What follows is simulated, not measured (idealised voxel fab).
The name of this process module is voxel transistor to metal.
The width of the displayed cross-section, cut, is 150 nm; its cells are square, with a size of 5 nm.
Cross-sections here: square-cell grids, written as top-down lists of bands, a band being one or more rows of cells.
It is stipulated that each band's entry specify, in nanometres, the height of the top of the band and then that of its bottom, followed by the materials of the band in left-to-right sequence, each together with its width in nanometres. A single material marked by the word "full width" is understood to fill the band from edge to edge; the word "blank" is understood to denote empty space.
Zero point of the height axis is 0; under it, received wafer = one material. Lowest band: continues down indefinitely, "0 and below".
The notation "30 to 40" denotes a width that varies across the rows of cells in the band, beginning at the first number in the top row, finishing at the second number in the bottom row, and changing by an identical amount from each row to the next.
"no alteration" (step): cross-section cells unchanged, all of them.
Empty spaces counting at least 8 cells and having no open way to the top are listed in "Fully enclosed voids". The notation width x height at distance is used for each, the distance being from the left edge and all three values in nm.
Anything after a step's settings on that line? It's the simulator's own note about the step.
Steps that use a mask can have "overlay nm" on their line. It says how far the mask sat to the right of where it was meant to be. Negative means to the left.
Plan
1. RECEIVE: material Si
2. OXIDIZE: depth nm 5
3. CONFORMAL_DEP: material SiN, thk nm 15
4. DIRECTIONAL_DEP: material aC, thk nm 10
5. PATTERN: tone cover, mask id ACTIVE, material resist, width nm 105, thk nm 25, overlay nm 0
6. DIRECTIONAL_ETCH: etch materials aC, depth nm 10
7. STRIP: etch materials resist
8. DIRECTIONAL_ETCH: etch materials SiN, depth nm 15
9. DIRECTIONAL_ETCH: etch materials SiO2, depth nm 5
10. DIRECTIONAL_ETCH: etch materials Si, depth nm 30
11. STRIP: etch materials aC
12. FILL_DEP: material SiO2, thk nm 10
13. CMP: height nm 15
14. SELECTIVE_ETCH: etch materials SiO2, depth nm 15
15. STRIP: etch materials SiN
16. SELECTIVE_ETCH: etch materials SiO2, depth nm 5
17. OXIDIZE: depth nm 5
18. DIRECTIONAL_DEP: material polySi, thk nm 30
19. DIRECTIONAL_DEP: material SiCN, thk nm 15
20. DIRECTIONAL_DEP: material aC, thk nm 10
21. PATTERN: tone cover, mask id GATE, material resist, width nm 25, thk nm 25, overlay nm 0
22. DIRECTIONAL_ETCH: etch materials aC, depth nm 10
23. STRIP: etch materials resist
24. DIRECTIONAL_ETCH: etch materials SiCN, depth nm 25
25. DIRECTIONAL_ETCH: etch materials polySi, depth nm 40
26. STRIP: etch materials aC
27. CONFORMAL_DEP: material SiN, thk nm 10
28. DIRECTIONAL_ETCH: etch materials SiN, depth nm 10
29. DIRECTIONAL_ETCH: etch materials SiO2, depth nm 5
30. DIRECTIONAL_ETCH: etch materials Si, depth nm 10
31. EPI: material pSi, thk nm 10
32. FILL_DEP: material SiO2, thk nm 5
33. CMP: height nm 25
34. STRIP: etch materials polySi
35. SELECTIVE_ETCH: etch materials SiO2, depth nm 5
36. CONFORMAL_DEP: material HfO2, thk nm 5
37. CONFORMAL_DEP: material TiN, thk nm 5
38. FILL_DEP: material W, thk nm 5
39. CMP: height nm 20
40. DIRECTIONAL_DEP: material SiO2, thk nm 15
41. MASKED_ETCH: tone open, mask id CONTACT, width nm 20, pitch nm 75, etch materials SiO2, depth nm 45, overlay nm 0
42. CONFORMAL_DEP: material TiN, thk nm 5
43. FILL_DEP: material W, thk nm 5
44. CMP: height nm 35
45. DIRECTIONAL_DEP: material TiN, thk nm 5
46. DIRECTIONAL_DEP: material W, thk nm 20
47. MASKED_ETCH: tone cover, mask id METAL_1, width nm 20, pitch nm 75, etch materials W, depth nm 20, overlay nm 0
48. MASKED_ETCH: tone cover, mask id METAL_1, width nm 20, pitch nm 75, etch materials TiN, depth nm 5, overlay nm 0
49. CONFORMAL_DEP: material SiCN, thk nm 5
50. FILL_DEP: material SiO2, thk nm 5
51. CMP: height nm 60
52. CONFORMAL_DEP: material SiCN, thk nm 5
This is the cross-section of the wafer as we received it, i.e. after step 1
* 0 and below | Si full width
* Fully enclosed voids: none
Cross-sectional result after module completion. Note: starting condition and plan are unchanged from above; one processing mistake was made
* 65 down to 60 | SiCN full width
* 60 down to 55 | 25 of SiCN; 20 of TiN; 55 of SiCN; 20 of TiN; 30 of SiCN
* 55 down to 35 | W full width
* 35 down to 20 | 25 of SiO2; 5 of TiN; 10 of W; 5 of TiN; 55 of SiO2; 5 of TiN; 10 of W; 5 of TiN; 30 of SiO2
* 20 down to 5 | 25 of SiO2; 5 of TiN; 10 of W; 5 of TiN; 5 of SiO2; 10 of SiN; 5 of HfO2; 5 of TiN; 5 of W; 5 of TiN; 5 of HfO2; 10 of SiN; 5 of SiO2; 5 of TiN; 10 of W; 5 of TiN; 30 of SiO2
* 5 down to 0 | 25 of SiO2; 5 of TiN; 5 of W; 10 of TiN; 5 of SiO2; 10 of SiN; 5 of HfO2; 5 of TiN; 5 of W; 5 of TiN; 5 of HfO2; 10 of SiN; 5 of SiO2; 10 of TiN; 5 of W; 5 of TiN; 30 of SiO2
* 0 down to -5 | 25 of SiO2; 5 of TiN; 5 of W; 5 of TiN; 10 of pSi; 10 of SiN; 5 of HfO2; 15 of TiN; 5 of HfO2; 10 of SiN; 10 of pSi; 5 of TiN; 5 of W; 5 of TiN; 30 of SiO2
* -5 down to -10 | 25 of SiO2; 15 of TiN; 10 of pSi; 5 of SiO2; 35 of HfO2; 5 of SiO2; 10 of pSi; 15 of TiN; 30 of SiO2
* -10 down to -20 | 20 of SiO2; 30 of pSi; 45 of Si; 30 of pSi; 25 of SiO2
* -20 down to -35 | 20 of SiO2; 105 of Si; 25 of SiO2
* -35 and below | Si full width
* Fully enclosed voids: none
Where did the run depart from the plan? plan steps 45 and 46 run swapped
